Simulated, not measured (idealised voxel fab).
Module name: voxel fin reveal (process module)
This is section cut - it's 240 nm across, gridded in 5 nm square cells.
A cross-section in this document is a grid of square cells, and it is written down as bands, the top band listed before the ones below it; a band is made up of one or more rows of cells.
A band entry consists of two parts. The first gives the height of the band's top and the height of its bottom, in nm. The rest lists the band's materials from left to right, each with its width in nm. A single material labelled with the word "full width" fills the band from edge to edge, and the word "air" marks empty space.
The reference from which all heights are counted is 0, the level beneath which the as-received wafer is entirely one material; the lowest band, having no lower bound, proceeds downward and is written after the example "0..down".
Width "30 to 40": first value at the band's top row of cells, second value at its bottom row, equal change from row to row.
Take "nothing was modified" at face value: in the step it is given for, the cross-section changed in none of its cells.
If an empty space has no open way to the top and is at least 8 cells in size, "Cavities, closed" lists it, written width x height at distance, where distance is measured from the left edge and every value is in nm.
On a step's line, text after the settings is the simulator commenting on that step.
Each step line may optionally specify "overlay nm", which for a step with a mask gives the rightward distance between the mask's planned place and where it lay, a negative value indicating the leftward direction.
This section lists the process steps that were planned
1: RECEIVE | material Si
2: CONFORMAL_DEP | material SiN | thk nm 5
3: DIRECTIONAL_DEP | material aC | thk nm 15
4: PATTERN | tone cover | mask id FINS | material resist | width nm 15 | pitch nm 45 | thk nm 35 | overlay nm 0
5: DIRECTIONAL_ETCH | etch materials aC | depth nm 15
6: STRIP | etch materials resist
7: DIRECTIONAL_ETCH | etch materials SiN | depth nm 5
8: DIRECTIONAL_ETCH | etch materials Si | depth nm 35
9: STRIP | etch materials aC
10: FILL_DEP | material SiO2 | thk nm 15
11: CMP | height nm 5
12: SELECTIVE_ETCH | etch materials SiO2 | depth nm 30
13: STRIP | etch materials SiN
14: CONFORMAL_DEP | material HfO2 | thk nm 5
As-received state of the wafer in cross-section, equivalent to post-step 1
- 0..down = Si full width
- Cavities, closed: none
Figure: cross-sectional view of the wafer upon completion of the module, processed from the initial state and according to the plan depicted above, with one error introduced during execution
- 5..0 = air 55 nm, HfO2 35 nm, air 10 nm, HfO2 35 nm, air 10 nm, HfO2 35 nm, air 60 nm
- 0..-20 = air 55 nm, HfO2 5 nm, Si 25 nm, HfO2 5 nm, air 10 nm, HfO2 5 nm, Si 25 nm, HfO2 5 nm, air 10 nm, HfO2 5 nm, Si 25 nm, HfO2 5 nm, air 60 nm
- -20..-25 = HfO2 60 nm, Si 25 nm, HfO2 20 nm, Si 25 nm, HfO2 20 nm, Si 25 nm, HfO2 65 nm
- -25..-35 = SiO2 60 nm, Si 25 nm, SiO2 20 nm, Si 25 nm, SiO2 20 nm, Si 25 nm, SiO2 65 nm
- -35..down = Si full width
- Cavities, closed: none
Error vs. plan: the process deviated at step 4: the operation and settings actually run there were PATTERN | tone cover | mask id FINS | material resist | width nm 25 | pitch nm 45 | thk nm 35 | overlay nm 0
